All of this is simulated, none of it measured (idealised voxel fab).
process module | voxel double patterning
cross-section cut | 165 nm wide | cells 5 nm
A cross-section is a grid of square cells, given in bands from the top down. A band is one or more rows of cells.
Each band's line starts with the height of the band's top and of its bottom, in nm. Then come its materials from left to right, each with its width in nm. One material with "throughout" fills the band from edge to edge. "air" is empty space.
Height 0 is the level under which the wafer as received is all one material. The lowest band goes on downwards, as in "0 down".
A width such as "30 to 40" changes by the same amount from each row of cells to the next, from the band's top row to its bottom row.
"no change" after a step means that no cell of the cross-section changed.
closed voids: empty space of 8 cells or more with no open way to the top, each as width x height at its distance from the left edge, in nm
after a step's settings: what the simulator itself notes on the step
overlay nm, on a step with a mask: how far to the right of its planned place the mask lay; to the left if negative
plan
1 op RECEIVE | material Si
2 op CONFORMAL_DEP | material SiO2 | thk nm 10
3 op DIRECTIONAL_DEP | material polySi | thk nm 15
4 op DIRECTIONAL_DEP | material SiN | thk nm 10
5 op DIRECTIONAL_DEP | material aC | thk nm 10
6 op PATTERN | tone open | mask id FIRST | material resist | width nm 15 | pitch nm 50 | thk nm 30 | overlay nm 0
7 op DIRECTIONAL_ETCH | etch materials aC | depth nm 10
8 op STRIP | etch materials resist
9 op DIRECTIONAL_ETCH | etch materials SiN | depth nm 10
10 op STRIP | etch materials aC
11 op DIRECTIONAL_DEP | material aC | thk nm 10
12 op PATTERN | tone open | mask id SECOND | material resist | width nm 15 | pitch nm 50 | thk nm 30 | overlay nm 0
13 op DIRECTIONAL_ETCH | etch materials aC | depth nm 10
14 op STRIP | etch materials resist
15 op DIRECTIONAL_ETCH | etch materials SiN | depth nm 10
16 op STRIP | etch materials aC
17 op DIRECTIONAL_ETCH | etch materials polySi | depth nm 15
18 op STRIP | etch materials SiN
as received, after step 1
  0 down: Si throughout
  closed voids: none
a wafer at the end: this start, this plan, one mistake
  15 to 0: polySi 25 | air 15 | polySi 10 | air 15 | polySi 10 | air 15 | polySi 10 | air 15 | polySi 10 | air 15 | polySi 25
  0 down: Si throughout
  closed voids: none
what went wrong: step 2 was left out
